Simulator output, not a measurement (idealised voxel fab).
Herein follows the process module entitled voxel local oxidation.
Xsec cut, 255 nm wide, square cell size 5 nm.
Think of the cross-section as a grid of square cells. We describe it in bands, top to bottom, and each band covers one or more rows of those cells. Band: top and bottom heights (nm) first, top before bottom; then materials from left to right, widths in nm. "all across" marks a sole material filling the band edge to edge. "air" denotes empty space. Below 0: as-received wafer, all one material; heights counted from there. Lowest band: no bottom, goes on down, written "0 and below". A width such as "30->40" changes by the same amount from each row of cells to the next, from the band's top row to its bottom row. "nothing different" (step): cross-section cells unchanged, all of them. "Completely enclosed voids" enumerates empty spaces isolated from the top, with no open way to it, that contain at least 8 cells, giving each as width x height at distance from the left edge, all three in nm. Anything after a step's settings on that line? It's the simulator's own note about the step. Among the settings permitted on a step's line is "overlay nm"; applied to a step with a mask, it specifies the extent to which the mask lay to the right of its planned position, whereas a negative figure signifies a position to the left. Read the rest as pairs. Take the cross-section before one process step, then the cross-section after it, which shows only down to the lowest band that changed. Under the pair, find the step between them and its settings. Bear in mind that pairs may come from different runs of this module on the same starting wafer: link a pair to the pair above it only where its entry headed "Structure before processing" says to.
## Structure before processing
    0 and below | Si all across
    Completely enclosed voids: none
## Result of Step
    5 down to 0 | SiO2 all across
    Note: structure below 0 unchanged.
    Completely enclosed voids: none
Which step turns the before cross-section above into the after cross-section? CONFORMAL_DEP [material SiO2] [thk nm 5]
Structure before processing: nothing new to draw here, it's the after view of the pair just above.
## Result of Step
    15 down to 5 | SiN all across
    Note: structure below 5 unchanged.
    Completely enclosed voids: none
Which step turns the before cross-section above into the after cross-section? CONFORMAL_DEP [material SiN] [thk nm 10]
Structure before processing: nothing new to draw here, it's the after view of the pair just above.
## Result of Step
    35 down to 15 | air (20), resist (95), air (25), resist (95), air (20)
    Note: structure below 15 unchanged.
    Completely enclosed voids: none
Which step turns the before cross-section above into the after cross-section? PATTERN [tone cover] [mask id ACTIVE] [material resist] [width nm 95] [pitch nm 120] [thk nm 20] [overlay nm 0]
Structure before processing: nothing new to draw here, it's the after view of the pair just above.
## Result of Step
    35 down to 15 | air (20), resist (95), air (25), resist (95), air (20)
    15 down to 5 | air (20), SiN (95), air (25), SiN (95), air (20)
    Note: structure below 5 unchanged.
    Completely enclosed voids: none
Which step turns the before cross-section above into the after cross-section? DIRECTIONAL_ETCH [etch materials SiN] [depth nm 10]
Structure before processing: nothing new to draw here, it's the after view of the pair just above.
## Result of Step
    15 down to 5 | air (20), SiN (95), air (25), SiN (95), air (20)
    Note: structure below 5 unchanged.
    Completely enclosed voids: none
Which step turns the before cross-section above into the after cross-section? STRIP [etch materials resist]
Structure before processing: nothing new to draw here, it's the after view of the pair just above.
## Result of Step
    15 down to 5 | air (20), SiN (95), air (25), SiN (95), air (20)
    5 down to 0 | air (25), SiO2 (85), air (35), SiO2 (85), air (25)
    Note: structure below 0 unchanged.
    Completely enclosed voids: none
Which step turns the before cross-section above into the after cross-section? SELECTIVE_ETCH [etch materials SiO2] [depth nm 5]
Structure before processing: nothing new to draw here, it's the after view of the pair just above.
## Result of Step
    15 down to 5 | air (20), SiN (95), air (25), SiN (95), air (20)
    5 down to 0 | air (25), SiO2 (85), air (35), SiO2 (85), air (25)
    0 down to -10 | SiO2 (35), Si (65), SiO2 (55), Si (65), SiO2 (35)
    Note: structure below -10 unchanged.
    Completely enclosed voids: none
Which step turns the before cross-section above into the after cross-section? OXIDIZE [depth nm 10]
Structure before processing: nothing new to draw here, it's the after view of the pair just above.
## Result of Step
    5 down to 0 | air (25), SiO2 (85), air (35), SiO2 (85), air (25)
    Note: structure below 0 unchanged.
    Completely enclosed voids: none
Which step turns the before cross-section above into the after cross-section? STRIP [etch materials SiN]
## Structure before processing
    15 down to 5 | air (20), SiN (95), air (25), SiN (95), air (20)
    5 down to 0 | air (25), SiO2 (85), air (35), SiO2 (85), air (25)
    0 and below | Si all across
    Completely enclosed voids: none
## Result of Step
    5 down to 0 | air (25), SiO2 (85), air (35), SiO2 (85), air (25)
    Note: structure below 0 unchanged.
    Completely enclosed voids: none
Which step turns the before cross-section above into the after cross-section? STRIP [etch materials SiN]
Structure before processing: nothing new to draw here, it's the after view of the pair just above.
## Result of Step
    5 down to 0 | air (25), SiO2 (85), air (35), SiO2 (85), air (25)
    0 down to -10 | SiO2 (35), Si (65), SiO2 (55), Si (65), SiO2 (35)
    Note: structure below -10 unchanged.
    Completely enclosed voids: none
Which step turns the before cross-section above into the after cross-section? OXIDIZE [depth nm 10]
## Structure before processing
    15 down to 5 | air (20), SiN (95), air (25), SiN (95), air (20)
    5 down to 0 | air (25), SiO2 (85), air (35), SiO2 (85), air (25)
    0 and below | Si all across
    Completely enclosed voids: none
## Result of Step
    15 down to 5 | air (20), SiN (95), air (25), SiN (95), air (20)
    5 down to 0 | air (25), SiO2 (85), air (35), SiO2 (85), air (25)
    0 down to -20 | SiO2 (45), Si (45), SiO2 (75), Si (45), SiO2 (45)
    Note: structure below -20 unchanged.
    Completely enclosed voids: none
Which step turns the before cross-section above into the after cross-section? OXIDIZE [depth nm 20]
Structure before processing: nothing new to draw here, it's the after view of the pair just above.
## Result of Step
    5 down to 0 | air (25), SiO2 (85), air (35), SiO2 (85), air (25)
    Note: structure below 0 unchanged.
    Completely enclosed voids: none
Which step turns the before cross-section above into the after cross-section? STRIP [etch materials SiN]
## Structure before processing
    15 down to 5 | SiN all across
    5 down to 0 | SiO2 all across
    0 and below | Si all across
    Completely enclosed voids: none
## Result of Step
    35 down to 15 | air (15), resist (105), air (15), resist (105), air (15)
    Note: structure below 15 unchanged.
    Completely enclosed voids: none
Which step turns the before cross-section above into the after cross-section? PATTERN [tone cover] [mask id ACTIVE] [material resist] [width nm 105] [pitch nm 120] [thk nm 20] [overlay nm 0]
Structure before processing: nothing new to draw here, it's the after view of the pair just above.
## Result of Step
    35 down to 15 | air (15), resist (105), air (15), resist (105), air (15)
    15 down to 5 | air (15), SiN (105), air (15), SiN (105), air (15)
    Note: structure below 5 unchanged.
    Completely enclosed voids: none
Which step turns the before cross-section above into the after cross-section? DIRECTIONAL_ETCH [etch materials SiN] [depth nm 10]
Structure before processing: nothing new to draw here, it's the after view of the pair just above.
## Result of Step
    15 down to 5 | air (15), SiN (105), air (15), SiN (105), air (15)
    Note: structure below 5 unchanged.
    Completely enclosed voids: none
Which step turns the before cross-section above into the after cross-section? STRIP [etch materials resist]
Structure before processing: nothing new to draw here, it's the after view of the pair just above.
## Result of Step
    15 down to 5 | air (15), SiN (105), air (15), SiN (105), air (15)
    5 down to 0 | air (20), SiO2 (95), air (25), SiO2 (95), air (20)
    Note: structure below 0 unchanged.
    Completely enclosed voids: none
Which step turns the before cross-section above into the after cross-section? SELECTIVE_ETCH [etch materials SiO2] [depth nm 5]
Structure before processing: nothing new to draw here, it's the after view of the pair just above.
## Result of Step
    15 down to 5 | air (15), SiN (105), air (15), SiN (105), air (15)
    5 down to 0 | air (20), SiO2 (95), air (25), SiO2 (95), air (20)
    0 down to -10 | SiO2 (30), Si (75), SiO2 (45), Si (75), SiO2 (30)
    Note: structure below -10 unchanged.
    Completely enclosed voids: none
Which step turns the before cross-section above into the after cross-section? OXIDIZE [depth nm 10]
Structure before processing: nothing new to draw here, it's the after view of the pair just above.
## Result of Step
    5 down to 0 | air (20), SiO2 (95), air (25), SiO2 (95), air (20)
    Note: structure below 0 unchanged.
    Completely enclosed voids: none
Which step turns the before cross-section above into the after cross-section? STRIP [etch materials SiN]
## Structure before processing
    15 down to 5 | SiN all across
    5 down to 0 | SiO2 all across
    0 and below | Si all across
    Completely enclosed voids: none
## Result of Step
    35 down to 15 | air (25), resist (95), air (25), resist (95), air (15)
    Note: structure below 15 unchanged.
    Completely enclosed voids: none
Which step turns the before cross-section above into the after cross-section? PATTERN [tone cover] [mask id ACTIVE] [material resist] [width nm 95] [pitch nm 120] [thk nm 20] [overlay nm 5]
Structure before processing: nothing new to draw here, it's the after view of the pair just above.
## Result of Step
    35 down to 15 | air (25), resist (95), air (25), resist (95), air (15)
    15 down to 5 | air (25), SiN (95), air (25), SiN (95), air (15)
    Note: structure below 5 unchanged.
    Completely enclosed voids: none
Which step turns the before cross-section above into the after cross-section? DIRECTIONAL_ETCH [etch materials SiN] [depth nm 10]
Structure before processing: nothing new to draw here, it's the after view of the pair just above.
## Result of Step
    15 down to 5 | air (25), SiN (95), air (25), SiN (95), air (15)
    Note: structure below 5 unchanged.
    Completely enclosed voids: none
Which step turns the before cross-section above into the after cross-section? STRIP [etch materials resist]
Structure before processing: nothing new to draw here, it's the after view of the pair just above.
## Result of Step
    15 down to 5 | air (25), SiN (95), air (25), SiN (95), air (15)
    5 down to 0 | air (30), SiO2 (85), air (35), SiO2 (85), air (20)
    Note: structure below 0 unchanged.
    Completely enclosed voids: none
Which step turns the before cross-section above into the after cross-section? SELECTIVE_ETCH [etch materials SiO2] [depth nm 5]
Structure before processing: nothing new to draw here, it's the after view of the pair just above.
## Result of Step
    15 down to 5 | air (25), SiN (95), air (25), SiN (95), air (15)
    5 down to 0 | air (30), SiO2 (85), air (35), SiO2 (85), air (20)
    0 down to -10 | SiO2 (40), Si (65), SiO2 (55), Si (65), SiO2 (30)
    Note: structure below -10 unchanged.
    Completely enclosed voids: none
Which step turns the before cross-section above into the after cross-section? OXIDIZE [depth nm 10]
Structure before processing: nothing new to draw here, it's the after view of the pair just above.
## Result of Step
    5 down to 0 | air (30), SiO2 (85), air (35), SiO2 (85), air (20)
    Note: structure below 0 unchanged.
    Completely enclosed voids: none
Which step turns the before cross-section above into the after cross-section? STRIP [etch materials SiN]
## Structure before processing
    5 down to 0 | SiO2 all across
    0 and below | Si all across
    Completely enclosed voids: none
## Result of Step
    15 down to 0 | SiO2 all across
    Note: structure below 0 unchanged.
    Completely enclosed voids: none
Which step turns the before cross-section above into the after cross-section? CONFORMAL_DEP [material SiO2] [thk nm 10]
Structure before processing: nothing new to draw here, it's the after view of the pair just above.
## Result of Step
    35 down to 15 | air (20), resist (95), air (25), resist (95), air (20)
    Note: structure below 15 unchanged.
    Completely enclosed voids: none
Which step turns the before cross-section above into the after cross-section? PATTERN [tone cover] [mask id ACTIVE] [material resist] [width nm 95] [pitch nm 120] [thk nm 20] [overlay nm 0]
Structure before processing: nothing new to draw here, it's the after view of the pair just above.
## Result of Step
    15 down to 0 | SiO2 all across
    Note: structure below 0 unchanged.
    Completely enclosed voids: none
Which step turns the before cross-section above into the after cross-section? STRIP [etch materials resist]
Structure before processing: nothing new to draw here, it's the after view of the pair just above.
## Result of Step
    10 down to 0 | SiO2 all across
    Note: structure below 0 unchanged.
    Completely enclosed voids: none
Which step turns the before cross-section above into the after cross-section? SELECTIVE_ETCH [etch materials SiO2] [depth nm 5]
## Structure before processing
    15 down to 5 | SiN all across
    5 down to 0 | SiO2 all across
    0 and below | Si all across
    Completely enclosed voids: none
## Result of Step
    35 down to 15 | resist (20), air (95), resist (25), air (95), resist (20)
    Note: structure below 15 unchanged.
    Completely enclosed voids: none
Which step turns the before cross-section above into the after cross-section? PATTERN [tone open] [mask id ACTIVE] [material resist] [width nm 95] [pitch nm 120] [thk nm 20] [overlay nm 0]
Structure before processing: nothing new to draw here, it's the after view of the pair just above.
## Result of Step
    35 down to 15 | resist (20), air (95), resist (25), air (95), resist (20)
    15 down to 5 | SiN (20), air (95), SiN (25), air (95), SiN (20)
    Note: structure below 5 unchanged.
    Completely enclosed voids: none
Which step turns the before cross-section above into the after cross-section? DIRECTIONAL_ETCH [etch materials SiN] [depth nm 10]
Structure before processing: nothing new to draw here, it's the after view of the pair just above.
## Result of Step
    15 down to 5 | SiN (20), air (95), SiN (25), air (95), SiN (20)
    Note: structure below 5 unchanged.
    Completely enclosed voids: none
Which step turns the before cross-section above into the after cross-section? STRIP [etch materials resist]
Structure before processing: nothing new to draw here, it's the after view of the pair just above.
## Result of Step
    15 down to 5 | SiN (20), air (95), SiN (25), air (95), SiN (20)
    5 down to 0 | SiO2 (15), air (105), SiO2 (15), air (105), SiO2 (15)
    Note: structure below 0 unchanged.
    Completely enclosed voids: none
Which step turns the before cross-section above into the after cross-section? SELECTIVE_ETCH [etch materials SiO2] [depth nm 5]
Structure before processing: nothing new to draw here, it's the after view of the pair just above.
## Result of Step
    15 down to 5 | SiN (20), air (95), SiN (25), air (95), SiN (20)
    5 down to 0 | SiO2 (15), air (105), SiO2 (15), air (105), SiO2 (15)
    0 down to -10 | Si (5), SiO2 (245), Si (5)
    Note: structure below -10 unchanged.
    Completely enclosed voids: none
Which step turns the before cross-section above into the after cross-section? OXIDIZE [depth nm 10]
Structure before processing: nothing new to draw here, it's the after view of the pair just above.
## Result of Step
    5 down to 0 | SiO2 (15), air (105), SiO2 (15), air (105), SiO2 (15)
    Note: structure below 0 unchanged.
    Completely enclosed voids: none
Which step turns the before cross-section above into the after cross-section? STRIP [etch materials SiN]
